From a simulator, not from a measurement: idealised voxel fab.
A process module follows: voxel air gaps.
Section cut is 235 nm wide and gridded with 5 nm square cells.
Cross-section format: a grid of square cells, given as bands from top to bottom; each band is one or more rows of cells.
A band entry consists of two parts. The first gives the height of the band's top and the height of its bottom, in nm. The rest lists the band's materials from left to right, each with its width in nm. A single material labelled with the word "full width" fills the band from edge to edge, and the word "blank" marks empty space.
Beneath 0, the wafer as received is one material, and that level is where height counting begins. The lowest band goes on downward without a bottom; it is written like "top 0, no bottom".
A width given as "30..40" starts at the first number in the band's top row and ends at the second number in its bottom row, shifting by an equal amount at every step from row to row.
When a step is marked "nothing got changed", none of the cells in the cross-section changed during that step.
Listed in "Internal closed voids": every empty space of 8 or more cells without an open way to the top. Form: width x height at distance, the distance being from the left edge, all in nm.
On a step's line, text after the settings is the simulator commenting on that step.
"overlay nm", when on a step's line for a step with a mask, measures how far to the right of its planned place the mask lay; a negative measure means to the left.
**Here's what the planned process steps look like**
step 1: op RECEIVE | material Si
step 2: op CONFORMAL_DEP | material SiO2 | thk nm 10
step 3: op CONFORMAL_DEP | material SiN | thk nm 5
step 4: op DIRECTIONAL_DEP | material SiO2 | thk nm 35
step 5: op MASKED_ETCH | tone open | mask id LINES | width nm 15 | pitch nm 40 | etch materials SiO2 | depth nm 35 | overlay nm 0
step 6: op CONFORMAL_DEP | material TiN | thk nm 5
step 7: op FILL_DEP | material Ru | thk nm 5
step 8: op CMP | height nm 50
step 9: op EPI | material Ru | thk nm 10
step 10: op SELECTIVE_ETCH | etch materials SiO2 | depth nm 45
step 11: op CONFORMAL_DEP | material SiCN | thk nm 5
**Wafer cross-section on receipt, i.e. after step 1**
    top 0, no bottom | Si full width
    Internal closed voids: none
**First of two wafers: cross-section at end of module, run per plan**
    top 65, bottom 60 | blank 35, SiCN 165, blank 35
    top 60, bottom 50 | blank 35, SiCN 5, Ru 35, SiCN 5, Ru 35, SiCN 5, Ru 35, SiCN 5, Ru 35, SiCN 5, blank 35
    top 50, bottom 45 | blank 35, SiCN 15, TiN 5, Ru 5, TiN 5, SiCN 25, TiN 5, Ru 5, TiN 5, SiCN 25, TiN 5, Ru 5, TiN 5, SiCN 25, TiN 5, Ru 5, TiN 5, SiCN 15, blank 35
    top 45, bottom 20 | blank 45, SiCN 5, TiN 5, Ru 5, TiN 5, SiCN 5, blank 15, SiCN 5, TiN 5, Ru 5, TiN 5, SiCN 5, blank 15, SiCN 5, TiN 5, Ru 5, TiN 5, SiCN 5, blank 15, SiCN 5, TiN 5, Ru 5, TiN 5, SiCN 5, blank 45
    top 20, bottom 15 | SiCN 50, TiN 15, SiCN 25, TiN 15, SiCN 25, TiN 15, SiCN 25, TiN 15, SiCN 50
    top 15, bottom 10 | SiN full width
    top 10, bottom 0 | SiO2 full width
    top 0, no bottom | Si full width
    Internal closed voids: 15 x 25 at 70; 15 x 25 at 110; 15 x 25 at 150
**Here's the second of our two wafers sectioned at module end. Same start as the first, same plan, but one mistake got made running it**
    top 60, bottom 50 | blank 40, Ru 35, blank 5, Ru 35, blank 5, Ru 35, blank 5, Ru 35, blank 40
    top 50, bottom 20 | blank 50, TiN 5, Ru 5, TiN 5, blank 25, TiN 5, Ru 5, TiN 5, blank 25, TiN 5, Ru 5, TiN 5, blank 25, TiN 5, Ru 5, TiN 5, blank 50
    top 20, bottom 15 | blank 50, TiN 15, blank 25, TiN 15, blank 25, TiN 15, blank 25, TiN 15, blank 50
    top 15, bottom 10 | SiN full width
    top 10, bottom 0 | SiO2 full width
    top 0, no bottom | Si full width
    Internal closed voids: none
The plan and the run diverged here: yeah, step 11 of the plan got skipped, never ran
End of process, cell counts, second wafer against first, materials with more or fewer: -139 SiCN
On completion, 0 closed voids are found in the second wafer, whereas the first wafer has 3.
